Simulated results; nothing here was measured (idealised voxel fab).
Name of the process module below: voxel released beams
Pictured: cross-section cut, 255 nm wide, on a grid of 5 nm square cells.
If you're reading a cross-section in this doc, picture square cells in a grid; it comes to you as bands, top ones listed first down to the bottom, and a band can be one or more rows of cells.
For a band, the entry starts with two heights in nm, that of the top and then that of the bottom, and carries on with the band's materials in order from left to right, each alongside its width in nm; the word "throughout" beside a single material means it fills the band edge to edge, and "blank" means empty space.
The level at which height equals 0 is the one under which the wafer, as it arrives, is entirely one material. No lower edge exists for the bottom band, which continues downward and is notated as in "0 nm and below".
Top row gets the first number, bottom row gets the second, and each row in between changes by the same step: that is how a band width like "30->40" works.
Step note "changes: none" = no cross-section cell changed.
"Internal closed voids": empty spaces of 8 cells or more with no open way to the top, each given as width x height at distance, distance from the left edge, all in nm.
On a step's line, text after the settings is the simulator commenting on that step.
"overlay nm" answers the question of how far to the right of plan the mask lay on a step that has a mask, and when it is negative the answer is to the left.

LIST OF PLANNED PROCESS STEPS
1. RECEIVE [material Si]
2. CONFORMAL_DEP [material SiN] [thk nm 5]
3. DIRECTIONAL_DEP [material SiO2] [thk nm 20]
4. MASKED_ETCH [tone open] [mask id ANCHOR] [width nm 40] [etch materials SiO2] [depth nm 20] [overlay nm 0]
5. CONFORMAL_DEP [material TiN] [thk nm 15]
6. DIRECTIONAL_DEP [material aC] [thk nm 10]
7. PATTERN [tone cover] [mask id BEAM] [material resist] [width nm 85] [thk nm 25] [overlay nm 0]
8. DIRECTIONAL_ETCH [etch materials aC] [depth nm 10]
9. STRIP [etch materials resist]
10. DIRECTIONAL_ETCH [etch materials TiN] [depth nm 15]
11. STRIP [etch materials aC]
12. STRIP [etch materials SiO2]

DELIVERED WAFER IN CROSS-SECTION: STATE AFTER STEP 1
    0 nm and below: Si throughout
    Internal closed voids: none

CROSS-SECTION, END OF MODULE. START: AS ABOVE. PLAN: AS ABOVE. EXECUTION: ONE MISTAKE
    35 nm to 25 nm: 80 blank | 15 TiN | 20 blank | 50 TiN | 90 blank
    25 nm to 15 nm: 85 blank | 10 TiN | 20 blank | 10 TiN | 130 blank
    15 nm to 5 nm: 85 blank | 40 TiN | 130 blank
    5 nm to 0 nm: SiN throughout
    0 nm and below: Si throughout
    Internal closed voids: none
Finding, execution versus plan: the process deviated at step 5: the operation and settings actually run there were CONFORMAL_DEP [material TiN] [thk nm 10]
